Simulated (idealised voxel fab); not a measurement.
The document below concerns the process module designated voxel gate over fins.
The width of the displayed cross-section, cut, is 150 nm; its cells are square, with a size of 5 nm.
When this document writes out a cross-section, it uses a grid of square cells and lists it as bands, beginning at the top and moving down, with a band standing for one or more rows of cells. A band entry consists of two parts. The first gives the height of the band's top and the height of its bottom, in nm. The rest lists the band's materials from left to right, each with its width in nm. A single material labelled with the word "full width" fills the band from edge to edge, and the word "empty" marks empty space. Heights are measured from 0, the level below which the as-received wafer is all one material; the lowest band has no bottom and continues downward, written as in "0..down". Width: "30..40" (first number = top row, second number = bottom row, same change from row to row of cells). "nothing changed" means the step left every cell of the cross-section as it was. "Enclosed cavity list" means: voids of 8 cells or more that are shut off from the top with no open way through. Written width x height at distance, distance from the left edge, in nm. What comes after the settings on a step's line is commentary from the simulator itself on that step. A step line may carry the setting "overlay nm", which, for steps involving a mask, states the distance by which the mask lay to the right of its intended position; negative values denote displacement to the left.
-- Intended process steps
1: op RECEIVE | material Si
2: op CONFORMAL_DEP | material SiN | thk nm 10
3: op DIRECTIONAL_DEP | material aC | thk nm 15
4: op PATTERN | tone cover | mask id FINS | material resist | width nm 15 | pitch nm 35 | thk nm 35 | overlay nm 0
5: op DIRECTIONAL_ETCH | etch materials aC | depth nm 15
6: op STRIP | etch materials resist
7: op DIRECTIONAL_ETCH | etch materials SiN | depth nm 10
8: op DIRECTIONAL_ETCH | etch materials Si | depth nm 35
9: op STRIP | etch materials aC
10: op OXIDIZE | depth nm 5
11: op FILL_DEP | material SiO2 | thk nm 15
12: op CMP | height nm 10
13: op SELECTIVE_ETCH | etch materials SiO2 | depth nm 25
14: op STRIP | etch materials SiN
15: op CONFORMAL_DEP | material HfO2 | thk nm 5
16: op CONFORMAL_DEP | material TiN | thk nm 5
17: op FILL_DEP | material W | thk nm 10
18: op CMP | height nm 15
19: op CONFORMAL_DEP | material SiCN | thk nm 5
-- Cross-section of the incoming wafer, state after step 1
* 0..down = Si full width
* Enclosed cavity list: none
-- Cross-section taken at module completion on the first of two wafers; processed per the plan
* 20..15 = SiCN full width
* 15..10 = W full width
* 10..5 = W: 45; TiN: 25; W: 10; TiN: 25; W: 45
* 5..0 = W: 45; TiN: 5; HfO2: 15; TiN: 5; W: 10; TiN: 5; HfO2: 15; TiN: 5; W: 45
* 0..-5 = W: 45; TiN: 5; HfO2: 5; Si: 5; HfO2: 5; TiN: 5; W: 10; TiN: 5; HfO2: 5; Si: 5; HfO2: 5; TiN: 5; W: 45
* -5..-10 = TiN: 50; HfO2: 5; Si: 5; HfO2: 5; TiN: 20; HfO2: 5; Si: 5; HfO2: 5; TiN: 50
* -10..-15 = HfO2: 55; Si: 5; HfO2: 30; Si: 5; HfO2: 55
* -15..-40 = SiO2: 55; Si: 5; SiO2: 30; Si: 5; SiO2: 55
* -40..down = Si full width
* Enclosed cavity list: none
-- Here's the second of our two wafers sectioned at module end. Same start as the first, same plan, but one mistake got made running it
* 20..15 = SiCN full width
* 15..10 = W full width
* 10..5 = W: 45; TiN: 30; W: 5; TiN: 30; W: 40
* 5..0 = W: 45; TiN: 5; HfO2: 20; TiN: 5; W: 5; TiN: 5; HfO2: 20; TiN: 5; W: 40
* 0..-5 = W: 45; TiN: 5; HfO2: 5; Si: 10; HfO2: 5; TiN: 5; W: 5; TiN: 5; HfO2: 5; Si: 10; HfO2: 5; TiN: 5; W: 40
* -5..-10 = TiN: 50; HfO2: 5; Si: 10; HfO2: 5; TiN: 15; HfO2: 5; Si: 10; HfO2: 5; TiN: 45
* -10..-15 = HfO2: 55; Si: 10; HfO2: 25; Si: 10; HfO2: 50
* -15..-40 = SiO2: 55; Si: 10; SiO2: 25; Si: 10; SiO2: 50
* -40..down = Si full width
* Enclosed cavity list: none
Diagnosis: step 4 ran as: op PATTERN | tone cover | mask id FINS | material resist | width nm 20 | pitch nm 35 | thk nm 35 | overlay nm 0
The final cell counts differ between the wafers, with the second having more or fewer of some materials than the first: Si +16; SiO2 -10; W -6
